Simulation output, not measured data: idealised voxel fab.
process module | voxel wiring stack
Xsec cut, 165 nm wide, square cell size 5 nm.
In this document a cross-section is written as a grid of square cells. It is given as a series of bands, listed from the top down, and a band is one or more rows of cells.
Heads up on the band format: heights come first, top then bottom, in nm. After that it's the materials left to right, each with its width in nm. A single material flagged "everywhere" fills the whole band edge to edge, and "blank" means there's empty space there.
Height datum 0, below which the as-received substrate wafer is one material. Lowest band open at the bottom, running downward: "z 0 and below".
Per-row width for "30 to 40": begins at first number (top row of band), ends at second number (bottom row), increment between rows held constant.
Basically "changes: none" means that step didn't change any cell in the cross-section.
Voids not open to the top, 8 cells minimum: see "Sealed internal voids". Written width x height at distance; distance is from the left edge; nm.
On each step's line, the part that comes after the settings is the simulator's own comment on the step.
On any step carrying a mask, the "overlay nm" setting, if present on the step's line, tells how far right of its planned place the mask lay; negative values point to the left.
# Set out below are the planned steps of the process
- 1: RECEIVE: material Si
- 2: CONFORMAL_DEP: material SiO2, thk nm 15
- 3: DIRECTIONAL_DEP: material TiN, thk nm 5
- 4: DIRECTIONAL_DEP: material W, thk nm 15
- 5: PATTERN: tone cover, mask id METAL_1, material resist, width nm 30, pitch nm 50, thk nm 15, overlay nm 0
- 6: DIRECTIONAL_ETCH: etch materials W, depth nm 15
- 7: DIRECTIONAL_ETCH: etch materials TiN, depth nm 5
- 8: STRIP: etch materials resist
- 9: FILL_DEP: material lowk, thk nm 5
- 10: CMP: height nm 35
- 11: CONFORMAL_DEP: material SiCN, thk nm 5
- 12: DIRECTIONAL_DEP: material SiO2, thk nm 25
- 13: MASKED_ETCH: tone open, mask id METAL_2_HOLES, width nm 15, pitch nm 50, etch materials SiO2, depth nm 25, overlay nm 0
- 14: PATTERN: tone open, mask id METAL_2, material resist, width nm 30, pitch nm 50, thk nm 15, overlay nm 0
- 15: DIRECTIONAL_ETCH: etch materials SiO2, depth nm 15
- 16: DIRECTIONAL_ETCH: etch materials SiCN, depth nm 5
- 17: STRIP: etch materials resist
- 18: CONFORMAL_DEP: material TiN, thk nm 5
- 19: FILL_DEP: material Cu, thk nm 5
- 20: CMP: height nm 65
- 21: CONFORMAL_DEP: material SiCN, thk nm 5
- 22: DIRECTIONAL_DEP: material lowk, thk nm 20
- 23: PATTERN: tone open, mask id PLUG_2, material resist, width nm 15, pitch nm 50, thk nm 15, overlay nm 0
- 24: DIRECTIONAL_ETCH: etch materials lowk, depth nm 20
- 25: DIRECTIONAL_ETCH: etch materials SiCN, depth nm 5
- 26: STRIP: etch materials resist
- 27: EPI: material Ru, thk nm 10
- 28: EPI: material Ru, thk nm 10
- 29: EPI: material Ru, thk nm 5
- 30: DIRECTIONAL_DEP: material TiN, thk nm 5
- 31: DIRECTIONAL_DEP: material Ru, thk nm 20
- 32: MASKED_ETCH: tone cover, mask id METAL_3, width nm 30, pitch nm 50, etch materials Ru, depth nm 20, overlay nm 0
- 33: MASKED_ETCH: tone cover, mask id METAL_3, width nm 30, pitch nm 50, etch materials TiN, depth nm 5, overlay nm 0
- 34: FILL_DEP: material SiO2, thk nm 5
- 35: CMP: height nm 115
- 36: CONFORMAL_DEP: material SiCN, thk nm 5
# The cross-section here shows the wafer as received, i.e. in its state after step 1
	z 0 and below | Si everywhere
	Sealed internal voids: none
# a wafer at the end: this start, this plan, one mistake
	z 120 to 115 | SiCN everywhere
	z 115 to 95 | 40 nm SiO2; 30 nm Ru; 20 nm SiO2; 30 nm Ru; 45 nm SiO2
	z 95 to 90 | 40 nm SiO2; 30 nm TiN; 20 nm SiO2; 30 nm TiN; 45 nm SiO2
	z 90 to 70 | 40 nm lowk; 15 nm Ru; 35 nm lowk; 15 nm Ru; 60 nm lowk
	z 70 to 65 | 40 nm SiCN; 15 nm Ru; 35 nm SiCN; 15 nm Ru; 60 nm SiCN
	z 65 to 55 | 35 nm SiO2; 5 nm TiN; 25 nm Cu; 5 nm TiN; 15 nm SiO2; 5 nm TiN; 25 nm Cu; 5 nm TiN; 45 nm SiO2
	z 55 to 45 | 35 nm SiO2; 5 nm TiN; 15 nm Cu; 15 to 5 nm TiN; 15 to 25 nm SiO2; 5 nm TiN; 15 nm Cu; 15 to 5 nm TiN; 45 to 55 nm SiO2
	z 45 to 40 | 35 nm SiO2; 10 nm TiN; 10 nm Cu; 5 nm TiN; 25 nm SiO2; 10 nm TiN; 10 nm Cu; 5 nm TiN; 55 nm SiO2
	z 40 to 35 | 40 nm SiCN; 20 nm TiN; 30 nm SiCN; 20 nm TiN; 55 nm SiCN
	z 35 to 20 | 40 nm lowk; 30 nm W; 20 nm lowk; 30 nm W; 45 nm lowk
	z 20 to 15 | 40 nm lowk; 30 nm TiN; 20 nm lowk; 30 nm TiN; 45 nm lowk
	z 15 to 0 | SiO2 everywhere
	z 0 and below | Si everywhere
	Sealed internal voids: none
Error vs. plan: not per plan at step 13, really ran MASKED_ETCH: tone open, mask id METAL_2_HOLES, width nm 25, pitch nm 50, etch materials SiO2, depth nm 25, overlay nm 0
